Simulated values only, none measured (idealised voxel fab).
Documented hereafter: the process module known as voxel capacitor over wiring.
Square cell edge 5 nm, section width 300 nm, ID cut.
Cross-section = grid of square cells, listed top down in bands; band = one or more rows.
The entry gives the band's vertical extent as a top height and a bottom height in nm, then its horizontal make-up as materials from left to right, each with a width in nm. "air" stands for empty space; a single material marked "everywhere" fills the band edge to edge.
Heights are reckoned from 0. Under this level, the received wafer is all of one material. The bottommost band is open-ended downward, for example "from 0 down".
So if you see something like "30 to 40" for the width, read it as the top row of the band sitting at the first number and the bottom row at the second, with every row in between moving by the same amount as the last.
Key: "no alteration" - step with no changed cell in the cross-section.
Closed empty spaces (no open way to the top) of 8 cells or more are what "Non-vented voids" lists, each as width x height at distance from the left edge, nm for all three.
Read whatever lies past the settings on a step's line as the simulator's own remark about the step.
On any step carrying a mask, the "overlay nm" setting, if present on the step's line, tells how far right of its planned place the mask lay; negative values point to the left.
### The following list gives the planned process steps
1,RECEIVE [material Si]
2,CONFORMAL_DEP [material SiO2] [thk nm 10]
3,CONFORMAL_DEP [material SiCN] [thk nm 5]
4,DIRECTIONAL_DEP [material lowk] [thk nm 25]
5,MASKED_ETCH [tone open] [mask id METAL_1] [width nm 30] [pitch nm 100] [etch materials lowk] [depth nm 25] [overlay nm 0]
6,MASKED_ETCH [tone open] [mask id METAL_1] [width nm 30] [pitch nm 100] [etch materials SiCN] [depth nm 5] [overlay nm 0]
7,CONFORMAL_DEP [material TiN] [thk nm 5]
8,FILL_DEP [material Cu] [thk nm 5]
9,CMP [height nm 40]
10,EPI [material Ru] [thk nm 5]
11,FILL_DEP [material SiCN] [thk nm 5]
12,DIRECTIONAL_DEP [material lowk] [thk nm 10]
13,DIRECTIONAL_DEP [material aC] [thk nm 15]
14,PATTERN [tone open] [mask id PLUG_1] [material resist] [width nm 15] [thk nm 35] [overlay nm 0]
15,DIRECTIONAL_ETCH [etch materials aC] [depth nm 15]
16,STRIP [etch materials resist]
17,DIRECTIONAL_ETCH [etch materials lowk] [depth nm 10]
18,DIRECTIONAL_ETCH [etch materials SiCN] [depth nm 5]
19,STRIP [etch materials aC]
20,EPI [material Ru] [thk nm 10]
21,EPI [material Ru] [thk nm 5]
22,DIRECTIONAL_DEP [material TiN] [thk nm 5]
23,DIRECTIONAL_DEP [material SiN] [thk nm 5]
24,DIRECTIONAL_DEP [material TiN] [thk nm 5]
25,DIRECTIONAL_DEP [material aC] [thk nm 15]
26,PATTERN [tone cover] [mask id UPPER_PLATE] [material resist] [width nm 75] [thk nm 30] [overlay nm 0]
27,DIRECTIONAL_ETCH [etch materials aC] [depth nm 15]
28,STRIP [etch materials resist]
29,DIRECTIONAL_ETCH [etch materials TiN] [depth nm 5]
30,DIRECTIONAL_ETCH [etch materials SiN] [depth nm 5]
31,STRIP [etch materials aC]
32,DIRECTIONAL_DEP [material aC] [thk nm 15]
33,PATTERN [tone cover] [mask id LOWER_PLATE] [material resist] [width nm 85] [thk nm 35] [overlay nm 0]
34,DIRECTIONAL_ETCH [etch materials aC] [depth nm 15]
35,STRIP [etch materials resist]
36,DIRECTIONAL_ETCH [etch materials TiN] [depth nm 5]
37,STRIP [etch materials aC]
38,FILL_DEP [material SiO2] [thk nm 15]
39,CMP [height nm 85]
40,DIRECTIONAL_DEP [material aC] [thk nm 15]
41,PATTERN [tone open] [mask id PLUG_2] [material resist] [width nm 15] [thk nm 35] [overlay nm 0]
42,DIRECTIONAL_ETCH [etch materials aC] [depth nm 15]
43,STRIP [etch materials resist]
44,DIRECTIONAL_ETCH [etch materials SiO2] [depth nm 10]
45,STRIP [etch materials aC]
46,CONFORMAL_DEP [material TiN] [thk nm 5]
47,FILL_DEP [material Cu] [thk nm 10]
48,CMP [height nm 85]
49,CONFORMAL_DEP [material SiCN] [thk nm 5]
### Cross-section of the wafer upon arrival, representing the state reached after step 1
> from 0 down = Si everywhere
> Non-vented voids: none
### a wafer at the end: this start, this plan, one mistake
> from 90 to 85 = SiCN everywhere
> from 85 to 80 = SiO2 110 nm; TiN 5 nm; Cu 5 nm; TiN 5 nm; SiO2 175 nm
> from 80 to 70 = SiO2 110 to 100 nm; TiN 15 to 75 nm; SiO2 175 to 125 nm
> from 70 to 65 = SiO2 100 nm; SiN 75 nm; SiO2 125 nm
> from 65 to 60 = SiO2 95 nm; TiN 85 nm; SiO2 120 nm
> from 60 to 50 = lowk 100 nm; Ru 15 nm; lowk 185 nm
> from 50 to 45 = SiCN 100 nm; Ru 15 nm; SiCN 185 nm
> from 45 to 40 = Ru 90 nm; SiCN 20 nm; Ru 80 nm; SiCN 20 nm; Ru 90 nm
> from 40 to 20 = Cu 80 nm; TiN 5 nm; lowk 30 nm; TiN 5 nm; Cu 60 nm; TiN 5 nm; lowk 30 nm; TiN 5 nm; Cu 80 nm
> from 20 to 15 = TiN 85 nm; lowk 30 nm; TiN 70 nm; lowk 30 nm; TiN 85 nm
> from 15 to 10 = SiCN everywhere
> from 10 to 0 = SiO2 everywhere
> from 0 down = Si everywhere
> Non-vented voids: none
In executing the process, a mistake was made relative to the plan: step 5 did not use the planned setting and instead ran as MASKED_ETCH [tone cover] [mask id METAL_1] [width nm 30] [pitch nm 100] [etch materials lowk] [depth nm 25] [overlay nm 0]
